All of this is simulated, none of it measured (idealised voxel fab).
The document below concerns the process module designated voxel self aligned contacts.
The width of the displayed cross-section, cut, is 285 nm; its cells are square, with a size of 5 nm.
When this document writes out a cross-section, it uses a grid of square cells and lists it as bands, beginning at the top and moving down, with a band standing for one or more rows of cells.
For a band, the entry starts with two heights in nm, that of the top and then that of the bottom, and carries on with the band's materials in order from left to right, each alongside its width in nm; the word "edge to edge" beside a single material means it fills the band edge to edge, and "empty" means empty space.
We count height from 0. Below that, the starting wafer is all one material. The lowest band never ends at the bottom but goes on down; see "0 down" for how that is written.
Read "30..40" as a graded width: first number on top, second number at the bottom, same change between each pair of neighbouring rows.
Where a step carries "changes: none", the cross-section came out of it unchanged, cell for cell.
The entry titled "Entrapped voids" provides the empty spaces that have no open way to the top, restricted to those of 8 cells or more. Each is presented as width x height at distance, the distance being measured from the left edge, with all three in nm.
The remark found on a step's line after its settings is issued by the simulator itself and pertains to that step.
"overlay nm" answers the question of how far to the right of plan the mask lay on a step that has a mask, and when it is negative the answer is to the left.
PLAN
| 1 | op RECEIVE | material Si |
| 2 | op OXIDIZE | depth nm 5 |
| 3 | op DIRECTIONAL_DEP | material polySi | thk nm 30 |
| 4 | op DIRECTIONAL_DEP | material SiN | thk nm 20 |
| 5 | op DIRECTIONAL_DEP | material aC | thk nm 15 |
| 6 | op PATTERN | tone cover | mask id GATE | material resist | width nm 15 | pitch nm 60 | thk nm 30 | overlay nm 0 |
| 7 | op DIRECTIONAL_ETCH | etch materials aC | depth nm 15 |
| 8 | op STRIP | etch materials resist |
| 9 | op DIRECTIONAL_ETCH | etch materials SiN | depth nm 20 |
| 10 | op DIRECTIONAL_ETCH | etch materials polySi | depth nm 30 |
| 11 | op STRIP | etch materials aC |
| 12 | op CONFORMAL_DEP | material SiN | thk nm 10 |
| 13 | op DIRECTIONAL_ETCH | etch materials SiN | depth nm 10 |
| 14 | op FILL_DEP | material SiO2 | thk nm 15 |
| 15 | op CMP | height nm 55 |
| 16 | op MASKED_ETCH | tone open | mask id CONTACT | width nm 45 | pitch nm 60 | etch materials SiO2 | depth nm 60 | overlay nm 0 |
| 17 | op CONFORMAL_DEP | material TiN | thk nm 5 |
| 18 | op FILL_DEP | material Ru | thk nm 10 |
| 19 | op CMP | height nm 55 |
| 20 | op CONFORMAL_DEP | material SiN | thk nm 5 |
The plan shows the width nm of step 6 as the first wafer had it; this setting differs between the wafers, which start out alike.
CROSS-SECTION OF THE FIRST INCOMING WAFER OF SEVERAL, STATE AFTER STEP 1
  0 down  Si edge to edge
  Entrapped voids: none
THE ROWS OF THE TABLE BELOW ARE WAFERS. LOOKING AT THE END OF THE MODULE, A ROW COUNTS, FOR EVERY MATERIAL, THE CELLS THE WAFER HAS GAINED, SHOWN AS (+), OR LOST, SHOWN AS (-), SINCE IT WAS RECEIVED; ITS CLOSED VOIDS COME NEXT
width nm 15 | +66 Ru | -57 Si | +213 SiN | +346 SiO2 | +62 TiN | +54 polySi | Entrapped voids: none
width nm 20 | +44 Ru | -57 Si | +225 SiN | +338 SiO2 | +62 TiN | +72 polySi | Entrapped voids: none
width nm 25 | +22 Ru | -57 Si | +237 SiN | +330 SiO2 | +62 TiN | +90 polySi | Entrapped voids: none
width nm 30 | -57 Si | +249 SiN | +322 SiO2 | +62 TiN | +108 polySi | Entrapped voids: none
width nm 35 | -57 Si | +261 SiN | +314 SiO2 | +40 TiN | +126 polySi | Entrapped voids: none
width nm 40 | -57 Si | +273 SiN | +306 SiO2 | +18 TiN | +144 polySi | Entrapped voids: none
